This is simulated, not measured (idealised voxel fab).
Presented below is a process module, voxel plated lines.
Cross-section cut: width 265 nm, square cells of 5 nm.
Cross-section layout: square cells on a grid; listed as bands, top to bottom; a band spans one or more cell rows. Top height, bottom height, nm. Materials left to right, width each, nm. Single material + "everywhere" = fills band edge to edge. "air" = empty. Zero point of the height axis is 0; under it, received wafer = one material. Lowest band: continues down indefinitely, "0 down". Width spec "30->40" -> top row of cells at first value, bottom row at second value, equal per-row change in between. The cross-section has no changed cell in any step marked "remains unaltered". In "Unvented voids" the enclosed voids are listed, meaning empty spaces of 8 cells or larger without any opening to the top. The form is width x height at distance, distance from the left edge, units nm. Formally, on a step line, whatever follows the settings is a remark that the simulator itself makes on the step. Each step line may optionally specify "overlay nm", which for a step with a mask gives the rightward distance between the mask's planned place and where it lay, a negative value indicating the leftward direction.

## Listed below are the process steps as planned
1) RECEIVE [material Si]
2) CONFORMAL_DEP [material SiO2] [thk nm 5]
3) DIRECTIONAL_DEP [material TiN] [thk nm 5]
4) PATTERN [tone open] [mask id LINES] [material resist] [width nm 30] [pitch nm 60] [thk nm 30] [overlay nm 0]
5) EPI [material Ru] [thk nm 10]
6) EPI [material Ru] [thk nm 10]
7) STRIP [etch materials resist]
8) DIRECTIONAL_ETCH [etch materials TiN] [depth nm 5]
9) CONFORMAL_DEP [material SiO2] [thk nm 10]

## Cross-section of the wafer as it came to us, i.e., already through step 1
0 down | Si everywhere
Unvented voids: none

## End-of-module XS, first of two wafers, run as planned
40 to 30 | air: 75, then SiO2: 50, then air: 10, then SiO2: 50, then air: 80
30 to 15 | air: 75, then SiO2: 10, then Ru: 30, then SiO2: 10, then air: 10, then SiO2: 10, then Ru: 30, then SiO2: 10, then air: 80
15 to 10 | SiO2: 85, then Ru: 30, then SiO2: 30, then Ru: 30, then SiO2: 90
10 to 5 | SiO2: 85, then TiN: 30, then SiO2: 30, then TiN: 30, then SiO2: 90
5 to 0 | SiO2 everywhere
0 down | Si everywhere
Unvented voids: none

## Second of two wafers, module complete, sectioned: it shares the first wafer's start and plan but was run with one mistake
40 to 30 | air: 70, then SiO2: 50, then air: 10, then SiO2: 50, then air: 85
30 to 15 | air: 70, then SiO2: 10, then Ru: 30, then SiO2: 10, then air: 10, then SiO2: 10, then Ru: 30, then SiO2: 10, then air: 85
15 to 10 | SiO2: 80, then Ru: 30, then SiO2: 30, then Ru: 30, then SiO2: 95
10 to 5 | SiO2: 80, then TiN: 30, then SiO2: 30, then TiN: 30, then SiO2: 95
5 to 0 | SiO2 everywhere
0 down | Si everywhere
Unvented voids: none
What was the processing mistake? step 4 was not run as planned; what actually ran was PATTERN [tone open] [mask id LINES] [material resist] [width nm 30] [pitch nm 60] [thk nm 30] [overlay nm -5]
Both wafers, final: cells per material equal; arrangement not.
